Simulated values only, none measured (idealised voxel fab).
Process module, titled voxel capacitor over wiring
It is cross-section cut that appears here, measuring 300 nm in width, its square cells being 5 nm in size.
Bands, listed from the top down, are how a cross-section gets written in this document; the cross-section itself is a grid of square cells, and a band is one or more rows of them.
Quick guide to a band line: top height, bottom height (nm) up front; then every material left to right with its width in nm. Only one material and it's marked "edge to edge"? Then it fills the band edge to edge. And "blank" just means empty space.
Measure heights from 0. That's the level where, below it, the as-received wafer is all one material. The lowest band is bottomless and extends downward; write it as in "0 -> down".
A width such as "30 to 40" changes by the same amount from each row of cells to the next, from the band's top row to its bottom row.
"nothing changed" for a step: no cell of the cross-section changed in that step.
"closed voids" enumerates empty spaces isolated from the top, with no open way to it, that contain at least 8 cells, giving each as width x height at distance from the left edge, all three in nm.
Whatever follows a step's settings on its line is a remark the simulator itself makes about that step.
overlay nm: mask offset rightward from planned place, masked step; negative means leftward offset.
LISTED BELOW ARE THE PROCESS STEPS AS PLANNED
- 1: RECEIVE | material Si
- 2: CONFORMAL_DEP | material SiO2 | thk nm 10
- 3: CONFORMAL_DEP | material SiN | thk nm 5
- 4: DIRECTIONAL_DEP | material SiO2 | thk nm 20
- 5: DIRECTIONAL_DEP | material aC | thk nm 10
- 6: PATTERN | tone open | mask id METAL_1 | material resist | width nm 15 | pitch nm 75 | thk nm 30 | overlay nm 0
- 7: DIRECTIONAL_ETCH | etch materials aC | depth nm 10
- 8: STRIP | etch materials resist
- 9: DIRECTIONAL_ETCH | etch materials SiO2 | depth nm 20
- 10: DIRECTIONAL_ETCH | etch materials SiN | depth nm 5
- 11: STRIP | etch materials aC
- 12: CONFORMAL_DEP | material TiN | thk nm 5
- 13: FILL_DEP | material Cu | thk nm 10
- 14: CMP | height nm 35
- 15: CONFORMAL_DEP | material SiCN | thk nm 5
- 16: DIRECTIONAL_DEP | material lowk | thk nm 10
- 17: DIRECTIONAL_DEP | material aC | thk nm 10
- 18: PATTERN | tone open | mask id PLUG_1 | material resist | width nm 15 | thk nm 30 | overlay nm 0
- 19: DIRECTIONAL_ETCH | etch materials aC | depth nm 10
- 20: STRIP | etch materials resist
- 21: DIRECTIONAL_ETCH | etch materials lowk | depth nm 10
- 22: DIRECTIONAL_ETCH | etch materials SiCN | depth nm 5
- 23: STRIP | etch materials aC
- 24: CONFORMAL_DEP | material TiN | thk nm 5
- 25: FILL_DEP | material W | thk nm 10
- 26: CMP | height nm 50
- 27: DIRECTIONAL_DEP | material TiN | thk nm 10
- 28: DIRECTIONAL_DEP | material Al2O3 | thk nm 5
- 29: DIRECTIONAL_DEP | material TiN | thk nm 10
- 30: MASKED_ETCH | tone cover | mask id UPPER_PLATE | width nm 60 | etch materials TiN | depth nm 10 | overlay nm 0
- 31: MASKED_ETCH | tone cover | mask id UPPER_PLATE | width nm 60 | etch materials Al2O3 | depth nm 5 | overlay nm 0
- 32: MASKED_ETCH | tone cover | mask id LOWER_PLATE | width nm 70 | etch materials TiN | depth nm 10 | overlay nm 0
- 33: FILL_DEP | material SiO2 | thk nm 15
- 34: CMP | height nm 85
- 35: MASKED_ETCH | tone open | mask id PLUG_2 | width nm 15 | etch materials SiO2 | depth nm 10 | overlay nm 0
- 36: CONFORMAL_DEP | material TiN | thk nm 5
- 37: FILL_DEP | material Cu | thk nm 10
- 38: CMP | height nm 85
- 39: CONFORMAL_DEP | material SiN | thk nm 5
Don't read the plan's width nm for step 6 as applying to every wafer: that's the first wafer's value, and the wafers differ in it, though they all start identical.
THE AS-RECEIVED CROSS-SECTION OF THE FIRST OF SEVERAL WAFERS CORRESPONDS TO THE STATE AFTER STEP 1
    0 -> down = Si edge to edge
    closed voids: none
WAFER CROSS-SECTION (FIRST OF SEVERAL) - MODULE END, POST STEP 39 (LAST STEP)
    90 -> 85 = SiN edge to edge
    85 -> 80 = 115 nm SiO2, then 5 nm TiN, then 5 nm Cu, then 5 nm TiN, then 170 nm SiO2
    80 -> 75 = 115 nm SiO2, then 15 nm TiN, then 170 nm SiO2
    75 -> 65 = 105 nm SiO2, then 60 nm TiN, then 135 nm SiO2
    65 -> 60 = 105 nm SiO2, then 60 nm Al2O3, then 135 nm SiO2
    60 -> 50 = 100 nm SiO2, then 70 nm TiN, then 130 nm SiO2
    50 -> 40 = 105 nm lowk, then 5 nm TiN, then 5 nm W, then 5 nm TiN, then 180 nm lowk
    40 -> 35 = 105 nm SiCN, then 15 nm TiN, then 180 nm SiCN
    35 -> 15 = 105 nm SiO2, then 5 nm TiN, then 5 nm Cu, then 5 nm TiN, then 60 nm SiO2, then 5 nm TiN, then 5 nm Cu, then 5 nm TiN, then 105 nm SiO2
    15 -> 10 = 105 nm SiN, then 15 nm TiN, then 60 nm SiN, then 15 nm TiN, then 105 nm SiN
    10 -> 0 = SiO2 edge to edge
    0 -> down = Si edge to edge
    closed voids: none
SO THIS IS THE CROSS-SECTION ON THE LAST WAFER AT THE END OF THE MODULE
    90 -> 85 = SiN edge to edge
    85 -> 80 = 115 nm SiO2, then 5 nm TiN, then 5 nm Cu, then 5 nm TiN, then 170 nm SiO2
    80 -> 75 = 115 nm SiO2, then 15 nm TiN, then 170 nm SiO2
    75 -> 65 = 105 nm SiO2, then 60 nm TiN, then 135 nm SiO2
    65 -> 60 = 105 nm SiO2, then 60 nm Al2O3, then 135 nm SiO2
    60 -> 50 = 100 nm SiO2, then 70 nm TiN, then 130 nm SiO2
    50 -> 40 = 105 nm lowk, then 5 nm TiN, then 5 nm W, then 5 nm TiN, then 180 nm lowk
    40 -> 35 = 105 nm SiCN, then 15 nm TiN, then 180 nm SiCN
    35 -> 15 = 95 nm SiO2, then 5 nm TiN, then 25 nm Cu, then 5 nm TiN, then 40 nm SiO2, then 5 nm TiN, then 25 nm Cu, then 5 nm TiN, then 95 nm SiO2
    15 -> 10 = 95 nm SiN, then 35 nm TiN, then 40 nm SiN, then 35 nm TiN, then 95 nm SiN
    10 -> 0 = SiO2 edge to edge
    0 -> down = Si edge to edge
    closed voids: none
EACH ROW BELOW IS A WAFER AT THE END OF THE MODULE, LISTING FOR EVERY MATERIAL THE NUMBER OF CELLS IT HAS GAINED (+) OR LOST (-) SINCE IT WAS RECEIVED, FOLLOWED BY ITS CLOSED VOIDS
width nm 15; +12 Al2O3; +9 Cu; +57 SiCN; +114 SiN; +686 SiO2; +86 TiN; +2 W; +114 lowk; closed voids: none
width nm 20; +12 Al2O3; +17 Cu; +57 SiCN; +112 SiN; +678 SiO2; +88 TiN; +2 W; +114 lowk; closed voids: none
width nm 25; +12 Al2O3; +25 Cu; +57 SiCN; +110 SiN; +670 SiO2; +90 TiN; +2 W; +114 lowk; closed voids: none
width nm 30; +12 Al2O3; +33 Cu; +57 SiCN; +108 SiN; +662 SiO2; +92 TiN; +2 W; +114 lowk; closed voids: none
width nm 35; +12 Al2O3; +41 Cu; +57 SiCN; +106 SiN; +654 SiO2; +94 TiN; +2 W; +114 lowk; closed voids: none
